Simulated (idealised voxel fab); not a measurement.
The document below concerns the process module designated voxel fin reveal.
295 nm wide, 5 nm square cells: that's cross-section cut.
When this document writes out a cross-section, it uses a grid of square cells and lists it as bands, beginning at the top and moving down, with a band standing for one or more rows of cells. What a band's entry tells you: where the top is and where the bottom is, as heights in nm, and after that what lies inside, material by material from left to right, each with its width in nm. Empty space is written as the word "air", and a single material marked with the word "edge to edge" occupies the band from edge to edge. We count height from 0. Below that, the starting wafer is all one material. The lowest band never ends at the bottom but goes on down; see "0 nm and below" for how that is written. A width given as "30..40" starts at the first number in the band's top row and ends at the second number in its bottom row, shifting by an equal amount at every step from row to row. "nothing altered", as given for a step, is the statement that not any cell of the cross-section underwent a change during that step. "Fully enclosed voids" lists enclosed empty spaces (at least 8 cells, no open path upward to the top), each as width x height at distance from the left edge, in nm. Post-settings text on a step line: simulator's own remark regarding the step. Among the settings permitted on a step's line is "overlay nm"; applied to a step with a mask, it specifies the extent to which the mask lay to the right of its planned position, whereas a negative figure signifies a position to the left.
## The planned process steps are enumerated hereunder
1,RECEIVE [material Si]
2,CONFORMAL_DEP [material SiN] [thk nm 10]
3,PATTERN [tone cover] [mask id FINS] [material resist] [width nm 15] [pitch nm 40] [thk nm 20] [overlay nm 0]
4,DIRECTIONAL_ETCH [etch materials SiN] [depth nm 10]
5,DIRECTIONAL_ETCH [etch materials Si] [depth nm 30]
6,STRIP [etch materials resist]
7,FILL_DEP [material SiO2] [thk nm 5]
8,CMP [height nm 10]
9,SELECTIVE_ETCH [etch materials SiO2] [depth nm 25]
10,STRIP [etch materials SiN]
11,CONFORMAL_DEP [material SiO2] [thk nm 5]
Wafer-to-wafer difference: width nm, step 3. Common start. Plan = first wafer's value.
## first wafer as received, after step 1
* 0 nm and below  Si edge to edge
* Fully enclosed voids: none
## The cross-section of the first of several wafers is given below for the end of the module, after its final step, step 11
* 5 nm to 0 nm  95 of air / 25 of SiO2 / 15 of air / 25 of SiO2 / 15 of air / 25 of SiO2 / 95 of air
* 0 nm to -10 nm  95 of air / 5 of SiO2 / 15 of Si / 5 of SiO2 / 15 of air / 5 of SiO2 / 15 of Si / 5 of SiO2 / 15 of air / 5 of SiO2 / 15 of Si / 5 of SiO2 / 95 of air
* -10 nm to -30 nm  100 of SiO2 / 15 of Si / 25 of SiO2 / 15 of Si / 25 of SiO2 / 15 of Si / 100 of SiO2
* -30 nm and below  Si edge to edge
* Fully enclosed voids: none
## Here we cross-sectioned the last of the wafers once the module was done
* 5 nm to 0 nm  90 of air / 35 of SiO2 / 5 of air / 35 of SiO2 / 5 of air / 35 of SiO2 / 90 of air
* 0 nm to -10 nm  90 of air / 5 of SiO2 / 25 of Si / 5 of SiO2 / 5 of air / 5 of SiO2 / 25 of Si / 5 of SiO2 / 5 of air / 5 of SiO2 / 25 of Si / 5 of SiO2 / 90 of air
* -10 nm to -30 nm  95 of SiO2 / 25 of Si / 15 of SiO2 / 25 of Si / 15 of SiO2 / 25 of Si / 95 of SiO2
* -30 nm and below  Si edge to edge
* Fully enclosed voids: none
## Table: wafers, a row each; end-of-module cell change per material since receipt, gain (+), loss (-); then closed voids
width nm 15; -300 Si; +227 SiO2; Fully enclosed voids: none
width nm 20; -282 Si; +218 SiO2; Fully enclosed voids: none
width nm 25; -264 Si; +209 SiO2; Fully enclosed voids: none
